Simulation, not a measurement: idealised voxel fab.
Module name: voxel plated lines (process module)
Displayed cross-section: cut, width of 285 nm, square cells sized 5 nm.
The cross-sections in this document take the form of a grid made of square cells. They are written out as bands, in order from top to bottom. Each band consists of one or more rows of cells. For a band, the entry starts with two heights in nm, that of the top and then that of the bottom, and carries on with the band's materials in order from left to right, each alongside its width in nm; the word "edge to edge" beside a single material means it fills the band edge to edge, and "air" means empty space. Measure heights from 0. That's the level where, below it, the as-received wafer is all one material. The lowest band is bottomless and extends downward; write it as in "z 0 and below". Width spec "30..40" -> top row of cells at first value, bottom row at second value, equal per-row change in between. Step note "all unchanged" = no cross-section cell changed. For the entry "Voids, fully enclosed", the listed items are empty spaces with no open way to the top whose size is 8 cells or more; each item follows the pattern width x height at distance, where distance is from the left edge and all three are in nm. Read whatever lies past the settings on a step's line as the simulator's own remark about the step. "overlay nm", when on a step's line for a step with a mask, measures how far to the right of its planned place the mask lay; a negative measure means to the left.

**Planned step list for the process**
| 1 | RECEIVE (material Si) |
| 2 | CONFORMAL_DEP (material SiN; thk nm 10) |
| 3 | DIRECTIONAL_DEP (material TiN; thk nm 5) |
| 4 | PATTERN (tone open; mask id LINES; material resist; width nm 30; pitch nm 60; thk nm 15; overlay nm 0) |
| 5 | EPI (material Ru; thk nm 10) |
| 6 | STRIP (etch materials resist) |
| 7 | DIRECTIONAL_ETCH (etch materials TiN; depth nm 5) |
| 8 | CONFORMAL_DEP (material SiN; thk nm 10) |

**The first wafer of two, processed as planned**

**Wafer as received: cross-section following step 1**
z 0 and below  Si edge to edge
Voids, fully enclosed: none

**So this is the wafer cross-section right after step 2**
z 10 to 0  SiN edge to edge
All layers under 0 are left as they were.

**So this is the wafer cross-section right after step 3**
z 15 to 10  TiN edge to edge
All layers under 10 are left as they were.

**So this is the wafer cross-section right after step 4**
z 30 to 15  resist: 95 | air: 30 | resist: 30 | air: 30 | resist: 100
All layers under 15 are left as they were.

**So this is the wafer cross-section right after step 5**
z 30 to 25  resist: 95 | air: 30 | resist: 30 | air: 30 | resist: 100
z 25 to 15  resist: 95 | Ru: 30 | resist: 30 | Ru: 30 | resist: 100
All layers under 15 are left as they were.

**So this is the wafer cross-section right after step 6**
z 25 to 15  air: 95 | Ru: 30 | air: 30 | Ru: 30 | air: 100
All layers under 15 are left as they were.

**So this is the wafer cross-section right after step 7**
z 25 to 15  air: 95 | Ru: 30 | air: 30 | Ru: 30 | air: 100
z 15 to 10  air: 95 | TiN: 30 | air: 30 | TiN: 30 | air: 100
All layers under 10 are left as they were.

**So this is the wafer cross-section right after step 8**
z 35 to 25  air: 85 | SiN: 50 | air: 10 | SiN: 50 | air: 90
z 25 to 20  air: 85 | SiN: 10 | Ru: 30 | SiN: 10 | air: 10 | SiN: 10 | Ru: 30 | SiN: 10 | air: 90
z 20 to 15  SiN: 95 | Ru: 30 | SiN: 30 | Ru: 30 | SiN: 100
z 15 to 10  SiN: 95 | TiN: 30 | SiN: 30 | TiN: 30 | SiN: 100
All layers under 10 are left as they were.

**Okay, second wafer. Nothing different at the start, nothing different in the plan, just one mistake somewhere in the running. As far as step 3, counting that step, it's the first wafer all over again**

**Cross-sectional view of the second wafer at the intended end time of process step 4**
z 30 to 15  resist: 105 | air: 30 | resist: 30 | air: 30 | resist: 90
All layers under 15 are left as they were.

**Cross-sectional view of the second wafer at the intended end time of process step 5**
z 30 to 25  resist: 105 | air: 30 | resist: 30 | air: 30 | resist: 90
z 25 to 15  resist: 105 | Ru: 30 | resist: 30 | Ru: 30 | resist: 90
All layers under 15 are left as they were.

**Cross-sectional view of the second wafer at the intended end time of process step 6**
z 25 to 15  air: 105 | Ru: 30 | air: 30 | Ru: 30 | air: 90
All layers under 15 are left as they were.

**Cross-sectional view of the second wafer at the intended end time of process step 7**
z 25 to 15  air: 105 | Ru: 30 | air: 30 | Ru: 30 | air: 90
z 15 to 10  air: 105 | TiN: 30 | air: 30 | TiN: 30 | air: 90
All layers under 10 are left as they were.

**Cross-sectional view of the second wafer at the intended end time of process step 8**
z 35 to 25  air: 95 | SiN: 50 | air: 10 | SiN: 50 | air: 80
z 25 to 20  air: 95 | SiN: 10 | Ru: 30 | SiN: 10 | air: 10 | SiN: 10 | Ru: 30 | SiN: 10 | air: 80
z 20 to 15  SiN: 105 | Ru: 30 | SiN: 30 | Ru: 30 | SiN: 90
z 15 to 10  SiN: 105 | TiN: 30 | SiN: 30 | TiN: 30 | SiN: 90
All layers under 10 are left as they were.
Finding, execution versus plan: step 4 did not use the planned setting and instead ran as PATTERN (tone open; mask id LINES; material resist; width nm 30; pitch nm 60; thk nm 15; overlay nm 10)
Same inventory, different map: at the end, the second wafer holds as many cells of each material as the first, placed elsewhere.
